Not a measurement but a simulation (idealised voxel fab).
process module | voxel fin reveal
cross-section cut | 220 nm wide | cells 5 nm
A cross-section is a grid of square cells, given in bands from the top down. A band is one or more rows of cells.
Each band's line starts with the height of the band's top and of its bottom, in nm. Then come its materials from left to right, each with its width in nm. One material with "throughout" fills the band from edge to edge. "air" is empty space.
Height 0 is the level under which the wafer as received is all one material. The lowest band goes on downwards, as in "0 down".
A width such as "30 to 40" changes by the same amount from each row of cells to the next, from the band's top row to its bottom row.
"no change" after a step means that no cell of the cross-section changed.
closed voids: empty space of 8 cells or more with no open way to the top, each as width x height at its distance from the left edge, in nm
after a step's settings: what the simulator itself notes on the step
overlay nm, on a step with a mask: how far to the right of its planned place the mask lay; to the left if negative
plan
1 op RECEIVE | material Si
2 op CONFORMAL_DEP | material SiN | thk nm 10
3 op MASKED_ETCH | tone cover | mask id FINS | width nm 15 | pitch nm 40 | etch materials SiN | depth nm 10 | overlay nm 0
4 op MASKED_ETCH | tone cover | mask id FINS | width nm 15 | pitch nm 40 | etch materials Si | depth nm 40 | overlay nm 0
5 op OXIDIZE | depth nm 5
6 op FILL_DEP | material SiO2 | thk nm 5
7 op CMP | height nm 10
8 op SELECTIVE_ETCH | etch materials SiO2 | depth nm 40
9 op STRIP | etch materials SiN
as received, after step 1
  0 down: Si throughout
  closed voids: none
a wafer at the end: this start, this plan, one mistake
  0 to -30: air 45 | Si 10 | air 30 | Si 10 | air 30 | Si 10 | air 30 | Si 10 | air 45
  -30 to -45: SiO2 45 | Si 10 | SiO2 30 | Si 10 | SiO2 30 | Si 10 | SiO2 30 | Si 10 | SiO2 45
  -45 down: Si throughout
  closed voids: none
what went wrong: step 3 ran as: op MASKED_ETCH | tone cover | mask id FINS | width nm 20 | pitch nm 40 | etch materials SiN | depth nm 10 | overlay nm 0
